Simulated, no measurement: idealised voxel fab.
Module name: voxel released beams (process module)
The width of the displayed cross-section, cut, is 210 nm; its cells are square, with a size of 5 nm.
Each cross-section below is a grid of square cells, stated as bands in top-down order, with one or more rows of cells making up each band. Band entry format. Leading values: height of top, height of bottom, nm. Remainder: materials in left-to-right order, each with its width in nm. Special words: "throughout" on a single material, which then fills the band edge to edge; "blank", empty space. Heights are reckoned from 0. Under this level, the received wafer is all of one material. The bottommost band is open-ended downward, for example "0 -> down". Top row gets the first number, bottom row gets the second, and each row in between changes by the same step: that is how a band width like "30..40" works. "nothing changed" after a step means that no cell of the cross-section changed. The entry "Fully sealed voids" lists the empty spaces that cover at least 8 cells and have no open path to the top. Each is written as width x height at distance, where the distance is measured from the left edge and all three values are in nm. Past the settings on a step's line: simulator remark, on that step. A step's line can hold "overlay nm"; with a mask on that step, the setting says how far right of the planned place the mask lay, while a negative setting says it lay to the left.
STEPS PLANNED FOR THE PROCESS
1: RECEIVE [material Si]
2: CONFORMAL_DEP [material SiN] [thk nm 10]
3: DIRECTIONAL_DEP [material SiO2] [thk nm 10]
4: PATTERN [tone open] [mask id ANCHOR] [material resist] [width nm 45] [thk nm 20] [overlay nm 0]
5: DIRECTIONAL_ETCH [etch materials SiO2] [depth nm 10]
6: STRIP [etch materials resist]
7: CONFORMAL_DEP [material W] [thk nm 15]
8: PATTERN [tone cover] [mask id BEAM] [material resist] [width nm 115] [thk nm 15] [overlay nm 0]
9: DIRECTIONAL_ETCH [etch materials W] [depth nm 15]
10: STRIP [etch materials resist]
11: STRIP [etch materials SiO2]
THE CROSS-SECTION HERE SHOWS THE WAFER AS RECEIVED, I.E. IN ITS STATE AFTER STEP 1
  0 -> down = Si throughout
  Fully sealed voids: none
CROSS-SECTION: FIRST OF TWO WAFERS, MODULE FINISHED, RUN ACCORDING TO PLAN
  35 -> 25 = blank 45 / W 20 / blank 15 / W 80 / blank 50
  25 -> 20 = blank 45 / W 115 / blank 50
  20 -> 10 = blank 50 / W 45 / blank 115
  10 -> 0 = SiN throughout
  0 -> down = Si throughout
  Fully sealed voids: none
THIS CROSS-SECTION BELONGS TO THE SECOND WAFER OF TWO AT THE END OF THE MODULE; THE START AND THE PLAN WERE SHARED WITH THE FIRST, AND THE RUN INCLUDED ONE MISTAKE
  50 -> 35 = blank 45 / W 115 / blank 50
  35 -> 20 = W throughout
  20 -> 10 = SiO2 50 / W 45 / SiO2 115
  10 -> 0 = SiN throughout
  0 -> down = Si throughout
  Fully sealed voids: none
what went wrong: step 7 of the plan saw execution twice
End check, counted in cells, second wafer has more or fewer of these materials than the first: SiO2 +66 | W +132
